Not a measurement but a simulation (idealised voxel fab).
process module | voxel self aligned vias
cross-section cut | 285 nm wide | cells 5 nm
A cross-section is a grid of square cells, given in bands from the top down. A band is one or more rows of cells.
Each band's line starts with the height of the band's top and of its bottom, in nm. Then come its materials from left to right, each with its width in nm. One material with "throughout" fills the band from edge to edge. "air" is empty space.
Height 0 is the level under which the wafer as received is all one material. The lowest band goes on downwards, as in "0 down".
A width such as "30 to 40" changes by the same amount from each row of cells to the next, from the band's top row to its bottom row.
"no change" after a step means that no cell of the cross-section changed.
closed voids: empty space of 8 cells or more with no open way to the top, each as width x height at its distance from the left edge, in nm
after a step's settings: what the simulator itself notes on the step
overlay nm, on a step with a mask: how far to the right of its planned place the mask lay; to the left if negative
plan
1 op RECEIVE | material Si
2 op CONFORMAL_DEP | material SiO2 | thk nm 15
3 op CONFORMAL_DEP | material SiCN | thk nm 5
4 op DIRECTIONAL_DEP | material SiO2 | thk nm 20
5 op PATTERN | tone open | mask id LINES | material resist | width nm 20 | pitch nm 45 | thk nm 15 | overlay nm 0
6 op DIRECTIONAL_ETCH | etch materials SiO2 | depth nm 20
7 op STRIP | etch materials resist
8 op CONFORMAL_DEP | material TiN | thk nm 5
9 op FILL_DEP | material W | thk nm 5
10 op CMP | height nm 40
11 op SELECTIVE_ETCH | etch materials W Ru TiN | depth nm 5
12 op FILL_DEP | material SiN | thk nm 10
13 op CMP | height nm 40
14 op DIRECTIONAL_DEP | material SiO2 | thk nm 15
15 op DIRECTIONAL_DEP | material aC | thk nm 15
16 op PATTERN | tone open | mask id VIAS | material resist | width nm 30 | thk nm 30 | overlay nm 0
17 op DIRECTIONAL_ETCH | etch materials aC | depth nm 15
18 op STRIP | etch materials resist
19 op DIRECTIONAL_ETCH | etch materials SiO2 | depth nm 15
20 op DIRECTIONAL_ETCH | etch materials SiN | depth nm 5
21 op STRIP | etch materials aC
22 op CONFORMAL_DEP | material TiN | thk nm 5
23 op FILL_DEP | material W | thk nm 5
24 op CMP | height nm 55
25 op CONFORMAL_DEP | material SiN | thk nm 5
as received, after step 1
  0 down: Si throughout
  closed voids: none
a wafer at the end: this start, this plan, one mistake
  60 to 55: SiN throughout
  55 to 50: TiN 110 | W 20 | TiN 155
  50 to 40: SiO2 105 | TiN 5 | W 20 | TiN 5 | SiO2 150
  40 to 35: SiO2 105 | TiN 30 | SiO2 150
  35 to 25: SiO2 110 | TiN 5 | W 10 | TiN 5 | SiO2 25 | TiN 5 | W 10 | TiN 5 | SiO2 110
  25 to 20: SiO2 110 | TiN 20 | SiO2 25 | TiN 20 | SiO2 110
  20 to 15: SiCN throughout
  15 to 0: SiO2 throughout
  0 down: Si throughout
  closed voids: none
what went wrong: step 13 ran as: op CMP | height nm 35
